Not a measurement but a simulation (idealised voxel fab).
This is a process module. Its name is voxel self aligned contacts.
Cross-sectional view cut (width: 290 nm; square cell size: 5 nm).
A cross-section is a grid of square cells, given in bands from the top down. A band is one or more rows of cells. Band entry format. Leading values: height of top, height of bottom, nm. Remainder: materials in left-to-right order, each with its width in nm. Special words: "throughout" on a single material, which then fills the band edge to edge; "empty", empty space. For the purposes of this specification, 0 denotes the height below which the wafer in its as-received condition is composed wholly of one material, and the lowermost band, lacking a lower limit, extends downward without end, as expressed in "z 0 and below". Width spec "30->40" -> top row of cells at first value, bottom row at second value, equal per-row change in between. What does "changes: none" mean for a step? It means no cell of the cross-section changed in that step. Listed in "Voids, enclosed": every empty space of 8 or more cells without an open way to the top. Form: width x height at distance, the distance being from the left edge, all in nm. What comes after the settings on a step's line is commentary from the simulator itself on that step. A step's line can hold "overlay nm"; with a mask on that step, the setting says how far right of the planned place the mask lay, while a negative setting says it lay to the left.
**The process steps that were planned are listed below**
step 1: RECEIVE [material Si]
step 2: CONFORMAL_DEP [material SiO2] [thk nm 5]
step 3: DIRECTIONAL_DEP [material polySi] [thk nm 25]
step 4: DIRECTIONAL_DEP [material SiN] [thk nm 15]
step 5: PATTERN [tone cover] [mask id GATE] [material resist] [width nm 35] [pitch nm 60] [thk nm 15] [overlay nm 0]
step 6: DIRECTIONAL_ETCH [etch materials SiN] [depth nm 15]
step 7: DIRECTIONAL_ETCH [etch materials polySi] [depth nm 25]
step 8: STRIP [etch materials resist]
step 9: CONFORMAL_DEP [material SiN] [thk nm 5]
step 10: DIRECTIONAL_ETCH [etch materials SiN] [depth nm 5]
step 11: FILL_DEP [material SiO2] [thk nm 20]
step 12: CMP [height nm 55]
step 13: DIRECTIONAL_DEP [material aC] [thk nm 15]
step 14: PATTERN [tone open] [mask id CONTACT] [material resist] [width nm 35] [thk nm 35] [overlay nm 0]
step 15: DIRECTIONAL_ETCH [etch materials aC] [depth nm 15]
step 16: STRIP [etch materials resist]
step 17: DIRECTIONAL_ETCH [etch materials SiO2] [depth nm 55]
step 18: STRIP [etch materials aC]
step 19: CONFORMAL_DEP [material TiN] [thk nm 5]
step 20: FILL_DEP [material Ru] [thk nm 10]
step 21: CMP [height nm 55]
step 22: CONFORMAL_DEP [material SiCN] [thk nm 5]
**The cross-section here shows the wafer as received, i.e. in its state after step 1**
z 0 and below: Si throughout
Voids, enclosed: none
**Final cross-section, module run with one mistake (start and plan as above)**
z 60 to 55: SiCN throughout
z 55 to 45: SiO2=125 | TiN=5->25 | Ru=25->5 | TiN=5 | SiO2=130
z 45 to 30: SiO2=100 | SiN=45 | TiN=5 | Ru=5 | TiN=5 | SiN=45 | SiO2=85
z 30 to 5: SiO2=100 | SiN=5 | polySi=35 | SiN=5 | TiN=5 | Ru=5 | TiN=5 | SiN=5 | polySi=35 | SiN=5 | SiO2=85
z 5 to 0: SiO2=145 | TiN=15 | SiO2=130
z 0 and below: Si throughout
Voids, enclosed: none
Diagnosis: for step 5, the planned setting was not used; the step was instead run as PATTERN [tone cover] [mask id GATE] [material resist] [width nm 35] [pitch nm 60] [thk nm 15] [overlay nm 10]
